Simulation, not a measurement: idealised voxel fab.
process module | voxel self aligned vias
cross-section cut | 275 nm wide | cells 5 nm
A cross-section is a grid of square cells, given in bands from the top down. A band is one or more rows of cells.
Each band's line starts with the height of the band's top and of its bottom, in nm. Then come its materials from left to right, each with its width in nm. One material with "throughout" fills the band from edge to edge. "air" is empty space.
Height 0 is the level under which the wafer as received is all one material. The lowest band goes on downwards, as in "0 down".
A width such as "30 to 40" changes by the same amount from each row of cells to the next, from the band's top row to its bottom row.
"no change" after a step means that no cell of the cross-section changed.
closed voids: empty space of 8 cells or more with no open way to the top, each as width x height at its distance from the left edge, in nm
after a step's settings: what the simulator itself notes on the step
overlay nm, on a step with a mask: how far to the right of its planned place the mask lay; to the left if negative
plan
1 op RECEIVE | material Si
2 op CONFORMAL_DEP | material SiO2 | thk nm 15
3 op CONFORMAL_DEP | material SiCN | thk nm 5
4 op DIRECTIONAL_DEP | material SiO2 | thk nm 25
5 op PATTERN | tone open | mask id LINES | material resist | width nm 25 | pitch nm 75 | thk nm 15 | overlay nm 0
6 op DIRECTIONAL_ETCH | etch materials SiO2 | depth nm 25
7 op STRIP | etch materials resist
8 op CONFORMAL_DEP | material TiN | thk nm 5
9 op FILL_DEP | material Ru | thk nm 10
10 op CMP | height nm 45
11 op SELECTIVE_ETCH | etch materials W Ru TiN | depth nm 10
12 op FILL_DEP | material SiN | thk nm 5
13 op CMP | height nm 45
14 op DIRECTIONAL_DEP | material SiO2 | thk nm 15
15 op PATTERN | tone open | mask id VIAS | material resist | width nm 45 | pitch nm 150 | thk nm 20 | overlay nm 0
16 op DIRECTIONAL_ETCH | etch materials SiO2 | depth nm 15
17 op DIRECTIONAL_ETCH | etch materials SiN | depth nm 10
18 op STRIP | etch materials resist
19 op CONFORMAL_DEP | material TiN | thk nm 5
20 op FILL_DEP | material W | thk nm 5
21 op CMP | height nm 60
22 op CONFORMAL_DEP | material SiN | thk nm 5
as received, after step 1
  0 down: Si throughout
  closed voids: none
a wafer at the end: this start, this plan, one mistake
  65 to 60: SiN throughout
  60 to 50: SiO2 40 | TiN 5 | W 35 | TiN 5 | SiO2 105 | TiN 5 | W 35 | TiN 5 | SiO2 40
  50 to 45: SiO2 40 | TiN 45 | SiO2 105 | TiN 45 | SiO2 40
  45 to 35: SiN 40 | TiN 10 | SiO2 25 | TiN 10 | SiN 40 | SiO2 25 | SiN 40 | TiN 10 | SiO2 25 | TiN 10 | SiN 40
  35 to 25: Ru 45 | TiN 5 | SiO2 25 | TiN 5 | Ru 40 | TiN 5 | SiO2 25 | TiN 5 | Ru 40 | TiN 5 | SiO2 25 | TiN 5 | Ru 45
  25 to 20: TiN 50 | SiO2 25 | TiN 50 | SiO2 25 | TiN 50 | SiO2 25 | TiN 50
  20 to 15: SiCN throughout
  15 to 0: SiO2 throughout
  0 down: Si throughout
  closed voids: none
what went wrong: step 5 ran as: op PATTERN | tone cover | mask id LINES | material resist | width nm 25 | pitch nm 75 | thk nm 15 | overlay nm 0
